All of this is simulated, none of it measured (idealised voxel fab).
voxel self aligned contacts: a process module
Each square cell in cross-section cut measures 5 nm, and the section as a whole is 265 nm wide.
Cross-section format: a grid of square cells, given as bands from top to bottom; each band is one or more rows of cells. The entry gives the band's vertical extent as a top height and a bottom height in nm, then its horizontal make-up as materials from left to right, each with a width in nm. "air" stands for empty space; a single material marked "full width" fills the band edge to edge. Convention: height 0 is the level below which the wafer, as received, is all one material. The lowest band does not terminate at the bottom but continues downward, represented as "0 -> down". The two numbers in a width such as "30->40" mark its ends across the band: the first belongs to the top row of cells, the second to the bottom row, and from each row to the next the width moves by the same amount. You'll sometimes find "no modifications" written for a step, and that's the way of saying that nowhere in the cross-section did a cell change during that step. The entry "Sealed void listing" lists the empty spaces that cover at least 8 cells and have no open path to the top. Each is written as width x height at distance, where the distance is measured from the left edge and all three values are in nm. Heads up: the bit after the settings on a step's line is the simulator's remark on that step. overlay nm: step with mask; distance mask lay right of planned place; negative value = left of planned place.

Steps planned for the process:
1 RECEIVE: material Si
2 OXIDIZE: depth nm 5
3 DIRECTIONAL_DEP: material polySi, thk nm 30
4 DIRECTIONAL_DEP: material SiN, thk nm 20
5 DIRECTIONAL_DEP: material aC, thk nm 15
6 PATTERN: tone cover, mask id GATE, material resist, width nm 35, pitch nm 70, thk nm 30, overlay nm 0
7 DIRECTIONAL_ETCH: etch materials aC, depth nm 15
8 STRIP: etch materials resist
9 DIRECTIONAL_ETCH: etch materials SiN, depth nm 20
10 DIRECTIONAL_ETCH: etch materials polySi, depth nm 30
11 STRIP: etch materials aC
12 CONFORMAL_DEP: material SiN, thk nm 5
13 DIRECTIONAL_ETCH: etch materials SiN, depth nm 5
14 FILL_DEP: material SiO2, thk nm 10
15 CMP: height nm 55
16 PATTERN: tone open, mask id CONTACT, material resist, width nm 55, thk nm 15, overlay nm 0
17 DIRECTIONAL_ETCH: etch materials SiO2, depth nm 60
18 STRIP: etch materials resist
19 CONFORMAL_DEP: material TiN, thk nm 5
20 FILL_DEP: material Ru, thk nm 10
21 CMP: height nm 55
22 CONFORMAL_DEP: material SiN, thk nm 5

Wafer at receipt (post step 1), cross-section:
  0 -> down  Si full width
  Sealed void listing: none

Cross-sectional result after module completion. Note: starting condition and plan are unchanged from above; one processing mistake was made:
  60 -> 55  SiN full width
  55 -> 50  SiO2 (105), TiN (15), Ru (25), TiN (15), SiO2 (105)
  50 -> 30  SiO2 (80), SiN (35), TiN (5), Ru (25), TiN (5), SiN (35), SiO2 (80)
  30 -> 0  SiO2 (80), SiN (5), polySi (25), SiN (5), TiN (5), Ru (25), TiN (5), SiN (5), polySi (25), SiN (5), SiO2 (80)
  0 -> -5  SiO2 (115), TiN (35), SiO2 (115)
  -5 -> down  Si full width
  Sealed void listing: none
Diagnosis: step 6, actual vs plan mismatch, actual run PATTERN: tone cover, mask id GATE, material resist, width nm 25, pitch nm 70, thk nm 30, overlay nm 0
